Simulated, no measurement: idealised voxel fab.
process module | voxel tone inversion
cross-section cut | 270 nm wide | cells 5 nm
A cross-section is a grid of square cells, given in bands from the top down. A band is one or more rows of cells.
Each band's line starts with the height of the band's top and of its bottom, in nm. Then come its materials from left to right, each with its width in nm. One material with "throughout" fills the band from edge to edge. "air" is empty space.
Height 0 is the level under which the wafer as received is all one material. The lowest band goes on downwards, as in "0 down".
A width such as "30 to 40" changes by the same amount from each row of cells to the next, from the band's top row to its bottom row.
"no change" after a step means that no cell of the cross-section changed.
closed voids: empty space of 8 cells or more with no open way to the top, each as width x height at its distance from the left edge, in nm
after a step's settings: what the simulator itself notes on the step
overlay nm, on a step with a mask: how far to the right of its planned place the mask lay; to the left if negative
plan
1 op RECEIVE | material Si
2 op CONFORMAL_DEP | material SiCN | thk nm 5
3 op DIRECTIONAL_DEP | material aC | thk nm 15
4 op PATTERN | tone cover | mask id POSTS | material resist | width nm 25 | pitch nm 55 | thk nm 20 | overlay nm 0
5 op DIRECTIONAL_ETCH | etch materials aC | depth nm 15
6 op STRIP | etch materials resist
7 op FILL_DEP | material lowk | thk nm 5
8 op CMP | height nm 20
9 op STRIP | etch materials aC
as received, after step 1
  0 down: Si throughout
  closed voids: none
first wafer at the end, as planned
  20 to 5: lowk 65 | air 25 | lowk 30 | air 25 | lowk 30 | air 25 | lowk 70
  5 to 0: SiCN throughout
  0 down: Si throughout
  closed voids: none
second wafer at the end: like start, like plan, one mistake
  20 to 5: air 65 | lowk 25 | air 30 | lowk 25 | air 30 | lowk 25 | air 70
  5 to 0: SiCN throughout
  0 down: Si throughout
  closed voids: none
what went wrong: step 4 ran as: op PATTERN | tone open | mask id POSTS | material resist | width nm 25 | pitch nm 55 | thk nm 20 | overlay nm 0
at the end the second wafer has, in cells: 72 fewer of lowk
